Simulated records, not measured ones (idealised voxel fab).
The document below concerns the process module designated voxel tone inversion.
Cross-section cut spans 255 nm and uses square cells 5 nm in size.
When this document writes out a cross-section, it uses a grid of square cells and lists it as bands, beginning at the top and moving down, with a band standing for one or more rows of cells. This entry defines a band. It first specifies the height of the band's top and the height of its bottom in nm, and then specifies the band's materials from left to right, stating each material with its width in nm. The word "everywhere" identifies a single material that fills the band from edge to edge, while the word "blank" identifies empty space. Measure heights from 0. That's the level where, below it, the as-received wafer is all one material. The lowest band is bottomless and extends downward; write it as in "0 -> down". A two-number width, for instance "30..40", indicates that the width is equal to the first number in the top row of the band and to the second number in the bottom row, and that it changes by a constant amount per row of cells. "left unchanged" for a step: no cell of the cross-section changed in that step. What "Closed cavity list" gives you is every empty space of 8 cells or more that is cut off from the top. Each appears as width x height at distance, with the distance taken from the left edge and width, height and distance all in nm. Read whatever lies past the settings on a step's line as the simulator's own remark about the step. "overlay nm" denotes, for a step that has a mask, the displacement of the mask to the right of its planned place, with negative values corresponding to the left.
### plan
1) RECEIVE: material Si
2) CONFORMAL_DEP: material SiN, thk nm 5
3) DIRECTIONAL_DEP: material polySi, thk nm 20
4) PATTERN: tone cover, mask id POSTS, material resist, width nm 20, pitch nm 40, thk nm 30, overlay nm 0
5) DIRECTIONAL_ETCH: etch materials polySi, depth nm 20
6) STRIP: etch materials resist
7) FILL_DEP: material lowk, thk nm 5
8) CMP: height nm 25
9) STRIP: etch materials polySi
10) CONFORMAL_DEP: material TiN, thk nm 5
11) FILL_DEP: material Cu, thk nm 5
12) CMP: height nm 25
13) CONFORMAL_DEP: material SiN, thk nm 5
### Cross-section of the wafer as it came to us, i.e., already through step 1
- 0 -> down: Si everywhere
- Closed cavity list: none
### End-of-module cross-section of the first of two wafers, processed as planned
- 30 -> 25: SiN everywhere
- 25 -> 10: 55 of lowk, then 5 of TiN, then 10 of Cu, then 5 of TiN, then 20 of lowk, then 5 of TiN, then 10 of Cu, then 5 of TiN, then 20 of lowk, then 5 of TiN, then 10 of Cu, then 5 of TiN, then 20 of lowk, then 5 of TiN, then 10 of Cu, then 5 of TiN, then 60 of lowk
- 10 -> 5: 55 of lowk, then 20 of TiN, then 20 of lowk, then 20 of TiN, then 20 of lowk, then 20 of TiN, then 20 of lowk, then 20 of TiN, then 60 of lowk
- 5 -> 0: SiN everywhere
- 0 -> down: Si everywhere
- Closed cavity list: none
### Presented here is a cross-section of the second of the two wafers as it stood at the end of the module. It was started in the same manner and assigned the same plan as the first wafer; however, one mistake was made in its execution
- 30 -> 25: SiN everywhere
- 25 -> 20: lowk everywhere
- 20 -> 0: 55 of lowk, then 20 of polySi, then 20 of lowk, then 20 of polySi, then 20 of lowk, then 20 of polySi, then 20 of lowk, then 20 of polySi, then 60 of lowk
- 0 -> down: Si everywhere
- Closed cavity list: none
Deviation from plan: step 2 was dropped from the plan's execution and never run
Cell-count delta at end, second wafer over first, by material: 24 fewer of Cu | 51 fewer of SiN | 40 fewer of TiN | 51 more of lowk | 64 more of polySi
